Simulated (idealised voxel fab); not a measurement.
process module | voxel transistor to metal
cross-section cut | 300 nm wide | cells 5 nm
A cross-section is a grid of square cells, given in bands from the top down. A band is one or more rows of cells.
Each band's line starts with the height of the band's top and of its bottom, in nm. Then come its materials from left to right, each with its width in nm. One material with "throughout" fills the band from edge to edge. "air" is empty space.
Height 0 is the level under which the wafer as received is all one material. The lowest band goes on downwards, as in "0 down".
A width such as "30 to 40" changes by the same amount from each row of cells to the next, from the band's top row to its bottom row.
"no change" after a step means that no cell of the cross-section changed.
closed voids: empty space of 8 cells or more with no open way to the top, each as width x height at its distance from the left edge, in nm
after a step's settings: what the simulator itself notes on the step
overlay nm, on a step with a mask: how far to the right of its planned place the mask lay; to the left if negative
plan
1 op RECEIVE | material Si
2 op OXIDIZE | depth nm 5
3 op CONFORMAL_DEP | material SiN | thk nm 10
4 op MASKED_ETCH | tone cover | mask id ACTIVE | width nm 110 | pitch nm 130 | etch materials SiN | depth nm 10 | overlay nm 0
5 op MASKED_ETCH | tone cover | mask id ACTIVE | width nm 110 | pitch nm 130 | etch materials SiO2 | depth nm 5 | overlay nm 0
6 op MASKED_ETCH | tone cover | mask id ACTIVE | width nm 110 | pitch nm 130 | etch materials Si | depth nm 20 | overlay nm 0
7 op FILL_DEP | material SiO2 | thk nm 5
8 op CMP | height nm 10
9 op SELECTIVE_ETCH | etch materials SiO2 | depth nm 10
10 op STRIP | etch materials SiN
11 op SELECTIVE_ETCH | etch materials SiO2 | depth nm 5
12 op OXIDIZE | depth nm 5
13 op DIRECTIONAL_DEP | material polySi | thk nm 20
14 op DIRECTIONAL_DEP | material SiCN | thk nm 10
15 op DIRECTIONAL_DEP | material aC | thk nm 15
16 op PATTERN | tone cover | mask id GATE | material resist | width nm 30 | pitch nm 130 | thk nm 30 | overlay nm 0
17 op DIRECTIONAL_ETCH | etch materials aC | depth nm 15
18 op STRIP | etch materials resist
19 op DIRECTIONAL_ETCH | etch materials SiCN | depth nm 20
20 op DIRECTIONAL_ETCH | etch materials polySi | depth nm 30
21 op STRIP | etch materials aC
22 op CONFORMAL_DEP | material SiO2 | thk nm 5
23 op DIRECTIONAL_ETCH | etch materials SiO2 | depth nm 5
24 op CONFORMAL_DEP | material SiN | thk nm 5
25 op DIRECTIONAL_ETCH | etch materials SiN | depth nm 5
26 op DIRECTIONAL_ETCH | etch materials SiO2 | depth nm 5
27 op DIRECTIONAL_ETCH | etch materials Si | depth nm 15
28 op EPI | material SiGe | thk nm 15
29 op FILL_DEP | material SiO2 | thk nm 10
30 op CMP | height nm 15
31 op STRIP | etch materials polySi
32 op SELECTIVE_ETCH | etch materials SiO2 | depth nm 5
33 op CONFORMAL_DEP | material HfO2 | thk nm 5
34 op CONFORMAL_DEP | material TiN | thk nm 5
35 op FILL_DEP | material W | thk nm 10
36 op CMP | height nm 10
37 op DIRECTIONAL_DEP | material SiO2 | thk nm 10
38 op MASKED_ETCH | tone open | mask id CONTACT | width nm 15 | etch materials SiO2 | depth nm 30 | overlay nm 0
39 op CONFORMAL_DEP | material TiN | thk nm 5
40 op FILL_DEP | material W | thk nm 5
41 op CMP | height nm 20
42 op CONFORMAL_DEP | material SiCN | thk nm 5
43 op DIRECTIONAL_DEP | material SiO2 | thk nm 15
44 op DIRECTIONAL_DEP | material aC | thk nm 15
45 op PATTERN | tone open | mask id METAL_1 | material resist | width nm 15 | thk nm 35 | overlay nm 0
46 op DIRECTIONAL_ETCH | etch materials aC | depth nm 15
47 op STRIP | etch materials resist
48 op DIRECTIONAL_ETCH | etch materials SiO2 | depth nm 15
49 op DIRECTIONAL_ETCH | etch materials SiCN | depth nm 5
50 op STRIP | etch materials aC
51 op CONFORMAL_DEP | material TiN | thk nm 5
52 op FILL_DEP | material W | thk nm 10
53 op CMP | height nm 40
54 op CONFORMAL_DEP | material SiN | thk nm 5
as received, after step 1
  0 down: Si throughout
  closed voids: none
a wafer at the end: this start, this plan, one mistake
  45 to 40: SiN throughout
  40 to 25: SiO2 40 | TiN 5 | W 5 | TiN 5 | SiO2 60 | TiN 5 | W 5 | TiN 5 | SiO2 40 | TiN 5 | W 5 | TiN 5 | SiO2 60 | TiN 5 | W 5 | TiN 5 | SiO2 40
  25 to 20: SiCN 40 | TiN 15 | SiCN 60 | TiN 15 | SiCN 40 | TiN 15 | SiCN 60 | TiN 15 | SiCN 40
  20 to 15: SiO2 40 | TiN 5 | W 5 | TiN 5 | SiO2 60 | TiN 5 | W 5 | TiN 5 | SiO2 40 | TiN 5 | W 5 | TiN 5 | SiO2 60 | TiN 5 | W 5 | TiN 5 | SiO2 40
  15 to 10: SiO2 40 | TiN 15 | SiO2 60 | TiN 15 | SiO2 40 | TiN 15 | SiO2 60 | TiN 15 | SiO2 40
  10 to 5: SiO2 40 | TiN 5 | SiGe 15 | SiN 5 | HfO2 5 | TiN 5 | W 20 | TiN 5 | HfO2 5 | SiN 5 | SiGe 15 | TiN 5 | SiO2 40 | TiN 5 | SiGe 15 | SiN 5 | HfO2 5 | TiN 5 | W 20 | TiN 5 | HfO2 5 | SiN 5 | SiGe 15 | TiN 5 | SiO2 40
  5 to 0: SiO2 30 | SiGe 30 | SiN 5 | HfO2 5 | TiN 30 | HfO2 5 | SiN 5 | SiGe 30 | SiO2 20 | SiGe 30 | SiN 5 | HfO2 5 | TiN 30 | HfO2 5 | SiN 5 | SiGe 30 | SiO2 30
  0 to -5: SiO2 25 | SiN 5 | SiGe 30 | SiO2 5 | HfO2 40 | SiO2 5 | SiGe 30 | SiN 5 | SiO2 10 | SiN 5 | SiGe 30 | SiO2 5 | HfO2 40 | SiO2 5 | SiGe 30 | SiN 5 | SiO2 25
  -5 to -10: SiO2 40 | SiGe 20 | Si 50 | SiGe 20 | SiO2 40 | SiGe 20 | Si 50 | SiGe 20 | SiO2 40
  -10 to -20: SiO2 30 | Si 10 | SiGe 20 | Si 50 | SiGe 20 | Si 10 | SiO2 20 | Si 10 | SiGe 20 | Si 50 | SiGe 20 | Si 10 | SiO2 30
  -20 to -25: SiO2 30 | Si 110 | SiO2 20 | Si 110 | SiO2 30
  -25 down: Si throughout
  closed voids: none
what went wrong: steps 10 and 11 were swapped
